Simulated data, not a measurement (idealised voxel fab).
Proc. module: voxel spacer lines
cross-section cut | 255 nm wide | cells 5 nm
A cross-section in this document is a grid of square cells, and it is written down as bands, the top band listed before the ones below it; a band is made up of one or more rows of cells.
Top height, bottom height, nm. Materials left to right, width each, nm. Single material + "edge to edge" = fills band edge to edge. "empty" = empty.
The reference from which all heights are counted is 0, the level beneath which the as-received wafer is entirely one material; the lowest band, having no lower bound, proceeds downward and is written after the example "from 0 down".
A width given as "30->40" starts at the first number in the band's top row and ends at the second number in its bottom row, shifting by an equal amount at every step from row to row.
When a step is marked "nothing different", none of the cells in the cross-section changed during that step.
"Encapsulated voids": sealed empty spaces, 8 cells or more, no open way to top, listed width x height at distance, with distance from the left edge and width, height and distance in nm.
Whatever follows a step's settings on its line is a remark the simulator itself makes about that step.
The "overlay nm" setting may appear on a step's line; for a step that uses a mask, it gives how far to the right of its planned position the mask lay, and a negative value indicates the left.
[The planned process steps are enumerated hereunder]
1: RECEIVE | material Si
2: CONFORMAL_DEP | material Al2O3 | thk nm 5
3: DIRECTIONAL_DEP | material SiN | thk nm 10
4: DIRECTIONAL_DEP | material aC | thk nm 25
5: PATTERN | tone cover | mask id MANDREL | material resist | width nm 20 | pitch nm 60 | thk nm 35 | overlay nm 0
6: DIRECTIONAL_ETCH | etch materials aC | depth nm 25
7: STRIP | etch materials resist
8: CONFORMAL_DEP | material SiO2 | thk nm 10
9: DIRECTIONAL_ETCH | etch materials SiO2 | depth nm 10
10: STRIP | etch materials aC
11: DIRECTIONAL_ETCH | etch materials SiN | depth nm 10
12: STRIP | etch materials SiO2
13: FILL_DEP | material SiO2 | thk nm 10
14: CMP | height nm 15
[Cross-sectional view of the wafer in its as-received condition, corresponding to the state after step 1]
from 0 down | Si edge to edge
Encapsulated voids: none
[Cross-sectional image of the first of two wafers at the end of the module, the run having proceeded as planned]
from 15 to 5 | 45 of SiO2, then 10 of SiN, then 20 of SiO2, then 10 of SiN, then 20 of SiO2, then 10 of SiN, then 20 of SiO2, then 10 of SiN, then 20 of SiO2, then 10 of SiN, then 20 of SiO2, then 10 of SiN, then 50 of SiO2
from 5 to 0 | Al2O3 edge to edge
from 0 down | Si edge to edge
Encapsulated voids: none
[End of module, second wafer, cross-section. Started like the first, planned like the first, run with one mistake]
from 15 to 5 | 55 of SiO2, then 10 of SiN, then 20 of SiO2, then 10 of SiN, then 20 of SiO2, then 10 of SiN, then 20 of SiO2, then 10 of SiN, then 20 of SiO2, then 10 of SiN, then 20 of SiO2, then 10 of SiN, then 40 of SiO2
from 5 to 0 | Al2O3 edge to edge
from 0 down | Si edge to edge
Encapsulated voids: none
Here's what went sideways: step 5 ran as: PATTERN | tone cover | mask id MANDREL | material resist | width nm 20 | pitch nm 60 | thk nm 35 | overlay nm 10
Tallied in cells, the final second wafer holds each material in the same quantity as the first, although not at the same places.
